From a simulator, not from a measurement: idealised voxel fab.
Module name: voxel air gaps (process module)
We display cut, a cross-section 245 nm in width whose square cells are each 5 nm.
We lay out every cross-section as a grid of square cells and spell it out in bands from the top down, where one band means one or more rows of cells.
In this notation a band is specified by the heights of its top and bottom, in that order and in nm, after which its materials appear from left to right, each paired with its width in nm. The word "full width" attached to a single material means that material fills the band from edge to edge; the word "air" stands for empty space.
Counting heights begins at 0, where everything beneath is, in the wafer as received, one material. The lowest band has no bottom; it goes on downwards, as "0 -> down" shows.
With a width like "30..40", each row of cells in the band differs from the next by the same amount, the top row carrying the first number and the bottom row the second.
When a step is marked "no modifications", none of the cells in the cross-section changed during that step.
Closed-off voids of 8+ cells (no open route to the top) go in "Trapped void list", written width x height at distance from the left edge, in nm.
Whatever follows a step's settings on its line is a remark the simulator itself makes about that step.
What "overlay nm" on a step's line means: if the step has a mask, that mask lay this far to the right of its planned place, or, when the value is negative, to the left.

PROCESS STEPS FORESEEN IN THE PLAN
1 op RECEIVE | material Si
2 op CONFORMAL_DEP | material SiO2 | thk nm 10
3 op CONFORMAL_DEP | material SiCN | thk nm 5
4 op DIRECTIONAL_DEP | material SiO2 | thk nm 40
5 op DIRECTIONAL_DEP | material aC | thk nm 15
6 op PATTERN | tone open | mask id LINES | material resist | width nm 25 | pitch nm 55 | thk nm 30 | overlay nm 0
7 op DIRECTIONAL_ETCH | etch materials aC | depth nm 15
8 op STRIP | etch materials resist
9 op DIRECTIONAL_ETCH | etch materials SiO2 | depth nm 40
10 op STRIP | etch materials aC
11 op CONFORMAL_DEP | material TiN | thk nm 5
12 op FILL_DEP | material W | thk nm 10
13 op CMP | height nm 55
14 op EPI | material Ru | thk nm 10
15 op SELECTIVE_ETCH | etch materials SiO2 | depth nm 50
16 op CONFORMAL_DEP | material SiCN | thk nm 5

BELOW: THE FIRST OF TWO WAFERS, RUN AS PLANNED

THIS IS THE CROSS-SECTION OF THE WAFER AS WE RECEIVED IT, I.E. AFTER STEP 1
> 0 -> down: Si full width
> Trapped void list: none

AFTER STEP 2, IN CROSS-SECTION
> 10 -> 0: SiO2 full width
> Below 0, the layers are the same as they were.

AFTER STEP 3, IN CROSS-SECTION
> 15 -> 10: SiCN full width
> Below 10, the layers are the same as they were.

AFTER STEP 4, IN CROSS-SECTION
> 55 -> 15: SiO2 full width
> Below 15, the layers are the same as they were.

AFTER STEP 5, IN CROSS-SECTION
> 70 -> 55: aC full width
> Below 55, the layers are the same as they were.

AFTER STEP 6, IN CROSS-SECTION
> 100 -> 70: resist=25, then air=25, then resist=30, then air=25, then resist=30, then air=25, then resist=30, then air=25, then resist=30
> Below 70, the layers are the same as they were.

AFTER STEP 7, IN CROSS-SECTION
> 85 -> 70: resist=25, then air=25, then resist=30, then air=25, then resist=30, then air=25, then resist=30, then air=25, then resist=30
> 70 -> 55: aC=25, then air=25, then aC=30, then air=25, then aC=30, then air=25, then aC=30, then air=25, then aC=30
> Below 55, the layers are the same as they were.

AFTER STEP 8, IN CROSS-SECTION
> 70 -> 55: aC=25, then air=25, then aC=30, then air=25, then aC=30, then air=25, then aC=30, then air=25, then aC=30
> Below 55, the layers are the same as they were.

AFTER STEP 9, IN CROSS-SECTION
> 70 -> 55: aC=25, then air=25, then aC=30, then air=25, then aC=30, then air=25, then aC=30, then air=25, then aC=30
> 55 -> 15: SiO2=25, then air=25, then SiO2=30, then air=25, then SiO2=30, then air=25, then SiO2=30, then air=25, then SiO2=30
> Below 15, the layers are the same as they were.

AFTER STEP 10, IN CROSS-SECTION
> 55 -> 15: SiO2=25, then air=25, then SiO2=30, then air=25, then SiO2=30, then air=25, then SiO2=30, then air=25, then SiO2=30
> Below 15, the layers are the same as they were.

AFTER STEP 11, IN CROSS-SECTION
> 60 -> 55: TiN=30, then air=15, then TiN=40, then air=15, then TiN=40, then air=15, then TiN=40, then air=15, then TiN=35
> 55 -> 20: SiO2=25, then TiN=5, then air=15, then TiN=5, then SiO2=30, then TiN=5, then air=15, then TiN=5, then SiO2=30, then TiN=5, then air=15, then TiN=5, then SiO2=30, then TiN=5, then air=15, then TiN=5, then SiO2=30
> 20 -> 15: SiO2=25, then TiN=25, then SiO2=30, then TiN=25, then SiO2=30, then TiN=25, then SiO2=30, then TiN=25, then SiO2=30
> Below 15, the layers are the same as they were.

AFTER STEP 12, IN CROSS-SECTION
> 70 -> 60: W full width
> 60 -> 55: TiN=30, then W=15, then TiN=40, then W=15, then TiN=40, then W=15, then TiN=40, then W=15, then TiN=35
> 55 -> 20: SiO2=25, then TiN=5, then W=15, then TiN=5, then SiO2=30, then TiN=5, then W=15, then TiN=5, then SiO2=30, then TiN=5, then W=15, then TiN=5, then SiO2=30, then TiN=5, then W=15, then TiN=5, then SiO2=30
> Below 20, the layers are the same as they were.

AFTER STEP 13, IN CROSS-SECTION
> 55 -> 20: SiO2=25, then TiN=5, then W=15, then TiN=5, then SiO2=30, then TiN=5, then W=15, then TiN=5, then SiO2=30, then TiN=5, then W=15, then TiN=5, then SiO2=30, then TiN=5, then W=15, then TiN=5, then SiO2=30
> Below 20, the layers are the same as they were.

AFTER STEP 14, IN CROSS-SECTION
> 65 -> 55: air=15, then Ru=45, then air=10, then Ru=45, then air=10, then Ru=45, then air=10, then Ru=45, then air=20
> Below 55, the layers are the same as they were.

AFTER STEP 15, IN CROSS-SECTION
> 65 -> 55: air=15, then Ru=45, then air=10, then Ru=45, then air=10, then Ru=45, then air=10, then Ru=45, then air=20
> 55 -> 20: air=25, then TiN=5, then W=15, then TiN=5, then air=30, then TiN=5, then W=15, then TiN=5, then air=30, then TiN=5, then W=15, then TiN=5, then air=30, then TiN=5, then W=15, then TiN=5, then air=30
> 20 -> 15: air=25, then TiN=25, then air=30, then TiN=25, then air=30, then TiN=25, then air=30, then TiN=25, then air=30
> Below 15, the layers are the same as they were.

AFTER STEP 16, IN CROSS-SECTION
> 70 -> 65: air=10, then SiCN=220, then air=15
> 65 -> 55: air=10, then SiCN=5, then Ru=45, then SiCN=10, then Ru=45, then SiCN=10, then Ru=45, then SiCN=10, then Ru=45, then SiCN=5, then air=15
> 55 -> 50: air=10, then SiCN=15, then TiN=5, then W=15, then TiN=5, then SiCN=30, then TiN=5, then W=15, then TiN=5, then SiCN=30, then TiN=5, then W=15, then TiN=5, then SiCN=30, then TiN=5, then W=15, then TiN=5, then SiCN=15, then air=15
> 50 -> 20: air=20, then SiCN=5, then TiN=5, then W=15, then TiN=5, then SiCN=5, then air=20, then SiCN=5, then TiN=5, then W=15, then TiN=5, then SiCN=5, then air=20, then SiCN=5, then TiN=5, then W=15, then TiN=5, then SiCN=5, then air=20, then SiCN=5, then TiN=5, then W=15, then TiN=5, then SiCN=5, then air=25
> 20 -> 15: SiCN=25, then TiN=25, then SiCN=30, then TiN=25, then SiCN=30, then TiN=25, then SiCN=30, then TiN=25, then SiCN=30
> Below 15, the layers are the same as they were.
> Trapped void list: 20 x 30 at 55; 20 x 30 at 110; 20 x 30 at 165

REGARDING THE SECOND OF THE TWO WAFERS: IT SHARED THE FIRST WAFER'S STARTING CONDITION AND PROCESS PLAN, YET ONE ERROR OCCURRED DURING ITS EXECUTION. ITS HISTORY COINCIDES WITH THAT OF THE FIRST WAFER UP TO AND INCLUDING STEP 1

THE SECOND WAFER CUT THROUGH, AT THE TIME STEP 2 WAS SUPPOSED TO BE FINISHED
> 5 -> 0: SiCN full width
> Below 0, the layers are the same as they were.

THE SECOND WAFER CUT THROUGH, AT THE TIME STEP 3 WAS SUPPOSED TO BE FINISHED
> 15 -> 5: SiO2 full width
> Below 5, the layers are the same as they were.

THE SECOND WAFER CUT THROUGH, AT THE TIME STEP 4 WAS SUPPOSED TO BE FINISHED
> 55 -> 5: SiO2 full width
> Below 5, the layers are the same as they were.

THE SECOND WAFER CUT THROUGH, AT THE TIME STEP 5 WAS SUPPOSED TO BE FINISHED
> 70 -> 55: aC full width
> Below 55, the layers are the same as they were.

THE SECOND WAFER CUT THROUGH, AT THE TIME STEP 6 WAS SUPPOSED TO BE FINISHED
> 100 -> 70: resist=25, then air=25, then resist=30, then air=25, then resist=30, then air=25, then resist=30, then air=25, then resist=30
> Below 70, the layers are the same as they were.

THE SECOND WAFER CUT THROUGH, AT THE TIME STEP 7 WAS SUPPOSED TO BE FINISHED
> 85 -> 70: resist=25, then air=25, then resist=30, then air=25, then resist=30, then air=25, then resist=30, then air=25, then resist=30
> 70 -> 55: aC=25, then air=25, then aC=30, then air=25, then aC=30, then air=25, then aC=30, then air=25, then aC=30
> Below 55, the layers are the same as they were.

THE SECOND WAFER CUT THROUGH, AT THE TIME STEP 8 WAS SUPPOSED TO BE FINISHED
> 70 -> 55: aC=25, then air=25, then aC=30, then air=25, then aC=30, then air=25, then aC=30, then air=25, then aC=30
> Below 55, the layers are the same as they were.

THE SECOND WAFER CUT THROUGH, AT THE TIME STEP 9 WAS SUPPOSED TO BE FINISHED
> 70 -> 55: aC=25, then air=25, then aC=30, then air=25, then aC=30, then air=25, then aC=30, then air=25, then aC=30
> 55 -> 15: SiO2=25, then air=25, then SiO2=30, then air=25, then SiO2=30, then air=25, then SiO2=30, then air=25, then SiO2=30
> Below 15, the layers are the same as they were.

THE SECOND WAFER CUT THROUGH, AT THE TIME STEP 10 WAS SUPPOSED TO BE FINISHED
> 55 -> 15: SiO2=25, then air=25, then SiO2=30, then air=25, then SiO2=30, then air=25, then SiO2=30, then air=25, then SiO2=30
> Below 15, the layers are the same as they were.

THE SECOND WAFER CUT THROUGH, AT THE TIME STEP 11 WAS SUPPOSED TO BE FINISHED
> 60 -> 55: TiN=30, then air=15, then TiN=40, then air=15, then TiN=40, then air=15, then TiN=40, then air=15, then TiN=35
> 55 -> 20: SiO2=25, then TiN=5, then air=15, then TiN=5, then SiO2=30, then TiN=5, then air=15, then TiN=5, then SiO2=30, then TiN=5, then air=15, then TiN=5, then SiO2=30, then TiN=5, then air=15, then TiN=5, then SiO2=30
> 20 -> 15: SiO2=25, then TiN=25, then SiO2=30, then TiN=25, then SiO2=30, then TiN=25, then SiO2=30, then TiN=25, then SiO2=30
> Below 15, the layers are the same as they were.

THE SECOND WAFER CUT THROUGH, AT THE TIME STEP 12 WAS SUPPOSED TO BE FINISHED
> 70 -> 60: W full width
> 60 -> 55: TiN=30, then W=15, then TiN=40, then W=15, then TiN=40, then W=15, then TiN=40, then W=15, then TiN=35
> 55 -> 20: SiO2=25, then TiN=5, then W=15, then TiN=5, then SiO2=30, then TiN=5, then W=15, then TiN=5, then SiO2=30, then TiN=5, then W=15, then TiN=5, then SiO2=30, then TiN=5, then W=15, then TiN=5, then SiO2=30
> Below 20, the layers are the same as they were.

THE SECOND WAFER CUT THROUGH, AT THE TIME STEP 13 WAS SUPPOSED TO BE FINISHED
> 55 -> 20: SiO2=25, then TiN=5, then W=15, then TiN=5, then SiO2=30, then TiN=5, then W=15, then TiN=5, then SiO2=30, then TiN=5, then W=15, then TiN=5, then SiO2=30, then TiN=5, then W=15, then TiN=5, then SiO2=30
> Below 20, the layers are the same as they were.

THE SECOND WAFER CUT THROUGH, AT THE TIME STEP 14 WAS SUPPOSED TO BE FINISHED
> 65 -> 55: air=15, then Ru=45, then air=10, then Ru=45, then air=10, then Ru=45, then air=10, then Ru=45, then air=20
> Below 55, the layers are the same as they were.

THE SECOND WAFER CUT THROUGH, AT THE TIME STEP 15 WAS SUPPOSED TO BE FINISHED
> 65 -> 55: air=15, then Ru=45, then air=10, then Ru=45, then air=10, then Ru=45, then air=10, then Ru=45, then air=20
> 55 -> 20: air=25, then TiN=5, then W=15, then TiN=5, then air=30, then TiN=5, then W=15, then TiN=5, then air=30, then TiN=5, then W=15, then TiN=5, then air=30, then TiN=5, then W=15, then TiN=5, then air=30
> 20 -> 15: air=25, then TiN=25, then air=30, then TiN=25, then air=30, then TiN=25, then air=30, then TiN=25, then air=30
> 15 -> 5: air=35, then SiO2=5, then air=50, then SiO2=5, then air=50, then SiO2=5, then air=50, then SiO2=5, then air=40
> Below 5, the layers are the same as they were.

THE SECOND WAFER CUT THROUGH, AT THE TIME STEP 16 WAS SUPPOSED TO BE FINISHED
> 70 -> 65: air=10, then SiCN=220, then air=15
> 65 -> 55: air=10, then SiCN=5, then Ru=45, then SiCN=10, then Ru=45, then SiCN=10, then Ru=45, then SiCN=10, then Ru=45, then SiCN=5, then air=15
> 55 -> 50: air=10, then SiCN=15, then TiN=5, then W=15, then TiN=5, then SiCN=30, then TiN=5, then W=15, then TiN=5, then SiCN=30, then TiN=5, then W=15, then TiN=5, then SiCN=30, then TiN=5, then W=15, then TiN=5, then SiCN=15, then air=15
> 50 -> 20: air=20, then SiCN=5, then TiN=5, then W=15, then TiN=5, then SiCN=5, then air=20, then SiCN=5, then TiN=5, then W=15, then TiN=5, then SiCN=5, then air=20, then SiCN=5, then TiN=5, then W=15, then TiN=5, then SiCN=5, then air=20, then SiCN=5, then TiN=5, then W=15, then TiN=5, then SiCN=5, then air=25
> 20 -> 15: air=20, then SiCN=5, then TiN=25, then SiCN=5, then air=20, then SiCN=5, then TiN=25, then SiCN=5, then air=20, then SiCN=5, then TiN=25, then SiCN=5, then air=20, then SiCN=5, then TiN=25, then SiCN=5, then air=25
> 15 -> 10: air=20, then SiCN=15, then SiO2=5, then SiCN=15, then air=20, then SiCN=15, then SiO2=5, then SiCN=15, then air=20, then SiCN=15, then SiO2=5, then SiCN=15, then air=20, then SiCN=15, then SiO2=5, then SiCN=15, then air=25
> 10 -> 5: SiCN=35, then SiO2=5, then SiCN=50, then SiO2=5, then SiCN=50, then SiO2=5, then SiCN=50, then SiO2=5, then SiCN=40
> Below 5, the layers are the same as they were.
> Trapped void list: 20 x 40 at 55; 20 x 40 at 110; 20 x 40 at 165
Want to know what went wrong? note: step 2 <-> step 3, run order reversed vs plan
In the final state, the cell counts of the second wafer exceed or fall short of those of the first for the following materials: SiCN: 48 more, SiO2: 90 fewer
